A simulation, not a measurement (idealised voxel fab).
This is a process module. Its name is voxel quadruple lines.
Section cut is 260 nm wide and gridded with 5 nm square cells.
Bands, listed from the top down, are how a cross-section gets written in this document; the cross-section itself is a grid of square cells, and a band is one or more rows of them. For a band, the entry starts with two heights in nm, that of the top and then that of the bottom, and carries on with the band's materials in order from left to right, each alongside its width in nm; the word "full width" beside a single material means it fills the band edge to edge, and "air" means empty space. It should be noted that heights are counted from 0, beneath which the wafer as supplied is of one material throughout, and that the lowest band possesses no lower boundary but continues downward, as written in "top 0, no bottom". Width "30->40": first value at the band's top row of cells, second value at its bottom row, equal change from row to row. "remained unchanged", as given for a step, is the statement that not any cell of the cross-section underwent a change during that step. Look at "Internal closed voids" for the closed voids: empty spaces with no open path to the top, sized 8 cells or up. Each is width x height at distance, distance from the left edge, all nm. Heads up: the bit after the settings on a step's line is the simulator's remark on that step. overlay nm: step with mask; distance mask lay right of planned place; negative value = left of planned place.

[Planned step list for the process]
1,RECEIVE with material Si
2,CONFORMAL_DEP with material SiO2, thk nm 5
3,DIRECTIONAL_DEP with material Ru, thk nm 10
4,DIRECTIONAL_DEP with material polySi, thk nm 15
5,DIRECTIONAL_DEP with material aC, thk nm 20
6,PATTERN with tone cover, mask id MANDREL, material resist, width nm 35, thk nm 25, overlay nm 0
7,DIRECTIONAL_ETCH with etch materials aC, depth nm 20
8,STRIP with etch materials resist
9,CONFORMAL_DEP with material SiO2, thk nm 15
10,DIRECTIONAL_ETCH with etch materials SiO2, depth nm 15
11,STRIP with etch materials aC
12,DIRECTIONAL_ETCH with etch materials polySi, depth nm 15
13,STRIP with etch materials SiO2
14,CONFORMAL_DEP with material SiCN, thk nm 10
15,DIRECTIONAL_ETCH with etch materials SiCN, depth nm 10
16,STRIP with etch materials polySi
17,DIRECTIONAL_ETCH with etch materials Ru, depth nm 10
18,STRIP with etch materials SiCN

[Wafer cross-section on receipt, i.e. after step 1]
	top 0, no bottom  Si full width
	Internal closed voids: none

[Cross-sectional result after module completion. Note: starting condition and plan are unchanged from above; one processing mistake was made]
	top 35, bottom 15  aC full width
	top 15, bottom 5  Ru full width
	top 5, bottom 0  SiO2 full width
	top 0, no bottom  Si full width
	Internal closed voids: none
Diagnosis: step 5 occupied the plan position of step 4, and the converse holds as well
